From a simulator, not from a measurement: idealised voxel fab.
This section sets out a process module, namely voxel air gaps.
This is section cut - it's 170 nm across, gridded in 5 nm square cells.
Format of a cross-section: grid, square cells. Given as bands. Order: top down. Band: one or more rows of cells.
Per band: top height and bottom height in nm, followed by the left-to-right materials and their widths in nm; "edge to edge" marks a single material spanning edge to edge, "air" marks empty space.
Height is counted from the level 0, under which the received wafer is composed throughout of one material. The lowest of the bands is not closed at the bottom but continues downward, in the notation "0..down".
The expression "30 to 40" gives the width at the extremes of the band, the first number at its top row of cells and the second at its bottom row, with the width changing by equal amounts from each row to the next in between.
Given "changes: none" for a step, no cell of the cross-section differs between before and after that step.
"Voids, sealed" enumerates empty spaces isolated from the top, with no open way to it, that contain at least 8 cells, giving each as width x height at distance from the left edge, all three in nm.
What comes after the settings on a step's line is commentary from the simulator itself on that step.
"overlay nm" denotes, for a step that has a mask, the displacement of the mask to the right of its planned place, with negative values corresponding to the left.
## So here's the lineup of process steps we planned
1. RECEIVE, material Si
2. CONFORMAL_DEP, material SiO2, thk nm 10
3. CONFORMAL_DEP, material SiN, thk nm 5
4. DIRECTIONAL_DEP, material lowk, thk nm 40
5. DIRECTIONAL_DEP, material aC, thk nm 10
6. PATTERN, tone open, mask id LINES, material resist, width nm 20, pitch nm 45, thk nm 25, overlay nm 0
7. DIRECTIONAL_ETCH, etch materials aC, depth nm 10
8. STRIP, etch materials resist
9. DIRECTIONAL_ETCH, etch materials lowk, depth nm 40
10. STRIP, etch materials aC
11. CONFORMAL_DEP, material TiN, thk nm 5
12. FILL_DEP, material Ru, thk nm 10
13. CMP, height nm 55
14. EPI, material Ru, thk nm 10
15. SELECTIVE_ETCH, etch materials lowk, depth nm 50
16. CONFORMAL_DEP, material SiCN, thk nm 5
## Of two wafers, the first: run according to plan
## The cross-section here shows the wafer as received, i.e. in its state after step 1
  0..down = Si edge to edge
  Voids, sealed: none
## How the wafer stands in section after step 2
  10..0 = SiO2 edge to edge
  All layers under 0 are left as they were.
## How the wafer stands in section after step 3
  15..10 = SiN edge to edge
  All layers under 10 are left as they were.
## How the wafer stands in section after step 4
  55..15 = lowk edge to edge
  All layers under 15 are left as they were.
## How the wafer stands in section after step 5
  65..55 = aC edge to edge
  All layers under 55 are left as they were.
## How the wafer stands in section after step 6
  90..65 = resist 30, air 20, resist 25, air 20, resist 25, air 20, resist 30
  All layers under 65 are left as they were.
## How the wafer stands in section after step 7
  80..65 = resist 30, air 20, resist 25, air 20, resist 25, air 20, resist 30
  65..55 = aC 30, air 20, aC 25, air 20, aC 25, air 20, aC 30
  All layers under 55 are left as they were.
## How the wafer stands in section after step 8
  65..55 = aC 30, air 20, aC 25, air 20, aC 25, air 20, aC 30
  All layers under 55 are left as they were.
## How the wafer stands in section after step 9
  65..55 = aC 30, air 20, aC 25, air 20, aC 25, air 20, aC 30
  55..15 = lowk 30, air 20, lowk 25, air 20, lowk 25, air 20, lowk 30
  All layers under 15 are left as they were.
## How the wafer stands in section after step 10
  55..15 = lowk 30, air 20, lowk 25, air 20, lowk 25, air 20, lowk 30
  All layers under 15 are left as they were.
## How the wafer stands in section after step 11
  60..55 = TiN 35, air 10, TiN 35, air 10, TiN 35, air 10, TiN 35
  55..20 = lowk 30, TiN 5, air 10, TiN 5, lowk 25, TiN 5, air 10, TiN 5, lowk 25, TiN 5, air 10, TiN 5, lowk 30
  20..15 = lowk 30, TiN 20, lowk 25, TiN 20, lowk 25, TiN 20, lowk 30
  All layers under 15 are left as they were.
## How the wafer stands in section after step 12
  70..60 = Ru edge to edge
  60..55 = TiN 35, Ru 10, TiN 35, Ru 10, TiN 35, Ru 10, TiN 35
  55..20 = lowk 30, TiN 5, Ru 10, TiN 5, lowk 25, TiN 5, Ru 10, TiN 5, lowk 25, TiN 5, Ru 10, TiN 5, lowk 30
  All layers under 20 are left as they were.
## How the wafer stands in section after step 13
  55..20 = lowk 30, TiN 5, Ru 10, TiN 5, lowk 25, TiN 5, Ru 10, TiN 5, lowk 25, TiN 5, Ru 10, TiN 5, lowk 30
  All layers under 20 are left as they were.
## How the wafer stands in section after step 14
  65..55 = air 20, Ru 40, air 5, Ru 40, air 5, Ru 40, air 20
  All layers under 55 are left as they were.
## How the wafer stands in section after step 15
  65..55 = air 20, Ru 40, air 5, Ru 40, air 5, Ru 40, air 20
  55..20 = air 30, TiN 5, Ru 10, TiN 5, air 25, TiN 5, Ru 10, TiN 5, air 25, TiN 5, Ru 10, TiN 5, air 30
  20..15 = air 30, TiN 20, air 25, TiN 20, air 25, TiN 20, air 30
  All layers under 15 are left as they were.
## How the wafer stands in section after step 16
  70..65 = air 15, SiCN 140, air 15
  65..55 = air 15, SiCN 5, Ru 40, SiCN 5, Ru 40, SiCN 5, Ru 40, SiCN 5, air 15
  55..50 = air 15, SiCN 15, TiN 5, Ru 10, TiN 5, SiCN 25, TiN 5, Ru 10, TiN 5, SiCN 25, TiN 5, Ru 10, TiN 5, SiCN 15, air 15
  50..20 = air 25, SiCN 5, TiN 5, Ru 10, TiN 5, SiCN 5, air 15, SiCN 5, TiN 5, Ru 10, TiN 5, SiCN 5, air 15, SiCN 5, TiN 5, Ru 10, TiN 5, SiCN 5, air 25
  20..15 = SiCN 30, TiN 20, SiCN 25, TiN 20, SiCN 25, TiN 20, SiCN 30
  All layers under 15 are left as they were.
  Voids, sealed: 15 x 30 at 55; 15 x 30 at 100
## Second wafer. Start and plan as for the first. One mistake made in running. Agrees with the first up to and including step 5
## Cross-sectional view of the second wafer at the intended end time of process step 6
  90..65 = resist 35, air 15, resist 30, air 15, resist 30, air 15, resist 30
  All layers under 65 are left as they were.
## Cross-sectional view of the second wafer at the intended end time of process step 7
  80..65 = resist 35, air 15, resist 30, air 15, resist 30, air 15, resist 30
  65..55 = aC 35, air 15, aC 30, air 15, aC 30, air 15, aC 30
  All layers under 55 are left as they were.
## Cross-sectional view of the second wafer at the intended end time of process step 8
  65..55 = aC 35, air 15, aC 30, air 15, aC 30, air 15, aC 30
  All layers under 55 are left as they were.
## Cross-sectional view of the second wafer at the intended end time of process step 9
  65..55 = aC 35, air 15, aC 30, air 15, aC 30, air 15, aC 30
  55..15 = lowk 35, air 15, lowk 30, air 15, lowk 30, air 15, lowk 30
  All layers under 15 are left as they were.
## Cross-sectional view of the second wafer at the intended end time of process step 10
  55..15 = lowk 35, air 15, lowk 30, air 15, lowk 30, air 15, lowk 30
  All layers under 15 are left as they were.
## Cross-sectional view of the second wafer at the intended end time of process step 11
  60..55 = TiN 40, air 5, TiN 40, air 5, TiN 40, air 5, TiN 35
  55..20 = lowk 35, TiN 5, air 5, TiN 5, lowk 30, TiN 5, air 5, TiN 5, lowk 30, TiN 5, air 5, TiN 5, lowk 30
  20..15 = lowk 35, TiN 15, lowk 30, TiN 15, lowk 30, TiN 15, lowk 30
  All layers under 15 are left as they were.
## Cross-sectional view of the second wafer at the intended end time of process step 12
  70..60 = Ru edge to edge
  60..55 = TiN 40, Ru 5, TiN 40, Ru 5, TiN 40, Ru 5, TiN 35
  55..20 = lowk 35, TiN 5, Ru 5, TiN 5, lowk 30, TiN 5, Ru 5, TiN 5, lowk 30, TiN 5, Ru 5, TiN 5, lowk 30
  All layers under 20 are left as they were.
## Cross-sectional view of the second wafer at the intended end time of process step 13
  55..20 = lowk 35, TiN 5, Ru 5, TiN 5, lowk 30, TiN 5, Ru 5, TiN 5, lowk 30, TiN 5, Ru 5, TiN 5, lowk 30
  All layers under 20 are left as they were.
## Cross-sectional view of the second wafer at the intended end time of process step 14
  65..55 = air 25, Ru 35, air 10, Ru 35, air 10, Ru 35, air 20
  All layers under 55 are left as they were.
## Cross-sectional view of the second wafer at the intended end time of process step 15
  65..55 = air 25, Ru 35, air 10, Ru 35, air 10, Ru 35, air 20
  55..20 = air 35, TiN 5, Ru 5, TiN 5, air 30, TiN 5, Ru 5, TiN 5, air 30, TiN 5, Ru 5, TiN 5, air 30
  20..15 = air 35, TiN 15, air 30, TiN 15, air 30, TiN 15, air 30
  All layers under 15 are left as they were.
## Cross-sectional view of the second wafer at the intended end time of process step 16
  70..65 = air 20, SiCN 135, air 15
  65..55 = air 20, SiCN 5, Ru 35, SiCN 10, Ru 35, SiCN 10, Ru 35, SiCN 5, air 15
  55..50 = air 20, SiCN 15, TiN 5, Ru 5, TiN 5, SiCN 30, TiN 5, Ru 5, TiN 5, SiCN 30, TiN 5, Ru 5, TiN 5, SiCN 15, air 15
  50..20 = air 30, SiCN 5, TiN 5, Ru 5, TiN 5, SiCN 5, air 20, SiCN 5, TiN 5, Ru 5, TiN 5, SiCN 5, air 20, SiCN 5, TiN 5, Ru 5, TiN 5, SiCN 5, air 25
  20..15 = SiCN 35, TiN 15, SiCN 30, TiN 15, SiCN 30, TiN 15, SiCN 30
  All layers under 15 are left as they were.
  Voids, sealed: 20 x 30 at 55; 20 x 30 at 100
What was done differently from what was planned? step 6 was run on a setting that differed from the plan, and what really ran there is PATTERN, tone open, mask id LINES, material resist, width nm 15, pitch nm 45, thk nm 25, overlay nm 0
Final wafer comparison in cells, second versus first, more or fewer per material: -27 Ru | +8 SiCN | -3 TiN
